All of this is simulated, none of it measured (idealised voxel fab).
The process module presented herein is designated voxel air gaps.
This is section cut - it's 245 nm across, gridded in 5 nm square cells.
Heads up, the way a cross-section reads in here is a grid of square cells, handed over as bands from the top down, with every band being one or more rows of cells.
Band: top height; bottom height; in nm. Then, left to right: material with width in nm, for each material. "all across": a single material spanning edge to edge. "air": empty space.
Note: height 0 marks the level under which the wafer is uniformly one material as received. Lowest band unbounded below, written "z 0 and below".
With a width like "30->40", each row of cells in the band differs from the next by the same amount, the top row carrying the first number and the bottom row the second.
Key: "identical to before" - step with no changed cell in the cross-section.
The entry "Sealed void list" lists the empty spaces that cover at least 8 cells and have no open path to the top. Each is written as width x height at distance, where the distance is measured from the left edge and all three values are in nm.
after a step's settings: what the simulator itself notes on the step
overlay nm, on a step with a mask: how far to the right of its planned place the mask lay; to the left if negative
So here's the lineup of process steps we planned
- 1: RECEIVE: material Si
- 2: CONFORMAL_DEP: material SiO2, thk nm 10
- 3: CONFORMAL_DEP: material SiN, thk nm 5
- 4: DIRECTIONAL_DEP: material SiO2, thk nm 35
- 5: PATTERN: tone open, mask id LINES, material resist, width nm 20, pitch nm 50, thk nm 20, overlay nm 0
- 6: DIRECTIONAL_ETCH: etch materials SiO2, depth nm 35
- 7: STRIP: etch materials resist
- 8: CONFORMAL_DEP: material TiN, thk nm 5
- 9: FILL_DEP: material W, thk nm 10
- 10: CMP: height nm 50
- 11: EPI: material Ru, thk nm 10
- 12: SELECTIVE_ETCH: etch materials SiO2, depth nm 45
- 13: CONFORMAL_DEP: material SiN, thk nm 5
Wafer at receipt (post step 1), cross-section
    z 0 and below: Si all across
    Sealed void list: none
End-of-module XS, first of two wafers, run as planned
    z 65 to 60: air: 45 | SiN: 150 | air: 50
    z 60 to 50: air: 45 | SiN: 5 | Ru: 40 | SiN: 10 | Ru: 40 | SiN: 10 | Ru: 40 | SiN: 5 | air: 50
    z 50 to 45: air: 45 | SiN: 15 | TiN: 5 | W: 10 | TiN: 5 | SiN: 30 | TiN: 5 | W: 10 | TiN: 5 | SiN: 30 | TiN: 5 | W: 10 | TiN: 5 | SiN: 15 | air: 50
    z 45 to 20: air: 55 | SiN: 5 | TiN: 5 | W: 10 | TiN: 5 | SiN: 5 | air: 20 | SiN: 5 | TiN: 5 | W: 10 | TiN: 5 | SiN: 5 | air: 20 | SiN: 5 | TiN: 5 | W: 10 | TiN: 5 | SiN: 5 | air: 60
    z 20 to 15: SiN: 60 | TiN: 20 | SiN: 30 | TiN: 20 | SiN: 30 | TiN: 20 | SiN: 65
    z 15 to 10: SiN all across
    z 10 to 0: SiO2 all across
    z 0 and below: Si all across
    Sealed void list: 20 x 25 at 85; 20 x 25 at 135
Module end: cross-section of wafer two of two. Same start and process plan as the first wafer. One mistake during execution
    z 65 to 60: SiN all across
    z 60 to 50: Ru all across
    z 50 to 45: TiN: 65 | W: 10 | TiN: 40 | W: 10 | TiN: 40 | W: 10 | TiN: 70
    z 45 to 15: SiO2: 60 | TiN: 5 | W: 10 | TiN: 5 | SiO2: 30 | TiN: 5 | W: 10 | TiN: 5 | SiO2: 30 | TiN: 5 | W: 10 | TiN: 5 | SiO2: 65
    z 15 to 10: SiO2: 60 | TiN: 20 | SiO2: 30 | TiN: 20 | SiO2: 30 | TiN: 20 | SiO2: 65
    z 10 to 5: SiN all across
    z 5 to 0: SiO2 all across
    z 0 and below: Si all across
    Sealed void list: none
What was done differently from what was planned? for step 2, the planned setting was not used; the step was instead run as CONFORMAL_DEP: material SiO2, thk nm 5
at the end the second wafer has, in cells: 50 more of Ru; 78 fewer of SiN; 210 more of SiO2; 43 more of TiN; 6 more of W
Wafer, first: 2 closed voids at end. Wafer, second: 0.
